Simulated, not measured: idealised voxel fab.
Title: Process Module voxel double patterning
Xsec cut, 260 nm wide, square cell size 5 nm.
A cross-section is written here as square cells arranged in a grid, and it is given in bands from the top down, each band taking up one or more rows of cells. Basically the band line says how high the top is and how high the bottom is, in nm, and then what's in it from left to right, every material with its width in nm. Empty space shows up as "blank", and if a single material carries "full width" it runs the full band edge to edge. Beneath 0, the wafer as received is one material, and that level is where height counting begins. The lowest band goes on downward without a bottom; it is written like "top 0, no bottom". The width entry "30 to 40" should be interpreted row by row: the top row of cells in the band takes the first number, the bottom row takes the second number, and the change between adjacent rows is uniform throughout. The designation "all unchanged", where it is given for a processing step, indicates that no cell of the cross-section was altered in the course of that step. "Sealed cavities": sealed empty spaces, 8 cells or more, no open way to top, listed width x height at distance, with distance from the left edge and width, height and distance in nm. It should be noted that, on the line of a given step, the content following the step's settings is a remark produced by the simulator itself with respect to that step. The line of a step may include "overlay nm". On a step with a mask, this value is how far to the right of its planned place the mask lay. A negative value means the mask lay to the left.
-- Process steps (planned)
1,RECEIVE,material Si
2,CONFORMAL_DEP,material SiN,thk nm 5
3,DIRECTIONAL_DEP,material SiO2,thk nm 15
4,DIRECTIONAL_DEP,material SiCN,thk nm 10
5,MASKED_ETCH,tone open,mask id FIRST,width nm 15,pitch nm 50,etch materials SiCN,depth nm 10,overlay nm 0
6,DIRECTIONAL_DEP,material aC,thk nm 15
7,PATTERN,tone open,mask id SECOND,material resist,width nm 15,pitch nm 50,thk nm 35,overlay nm 0
8,DIRECTIONAL_ETCH,etch materials aC,depth nm 15
9,STRIP,etch materials resist
10,DIRECTIONAL_ETCH,etch materials SiCN,depth nm 10
11,STRIP,etch materials aC
12,DIRECTIONAL_ETCH,etch materials SiO2,depth nm 15
13,STRIP,etch materials SiCN
-- Delivered wafer in cross-section: state after step 1
    top 0, no bottom = Si full width
    Sealed cavities: none
-- Post-module cross-section: identical start and plan to those above, one misstep in execution
    top 20, bottom 5 = 70 blank; 15 SiO2; 35 blank; 15 SiO2; 35 blank; 15 SiO2; 75 blank
    top 5, bottom 0 = SiN full width
    top 0, no bottom = Si full width
    Sealed cavities: none
Short version of what went wrong: step 5: run off-plan, actual operation and settings MASKED_ETCH,tone cover,mask id FIRST,width nm 15,pitch nm 50,etch materials SiCN,depth nm 10,overlay nm 0
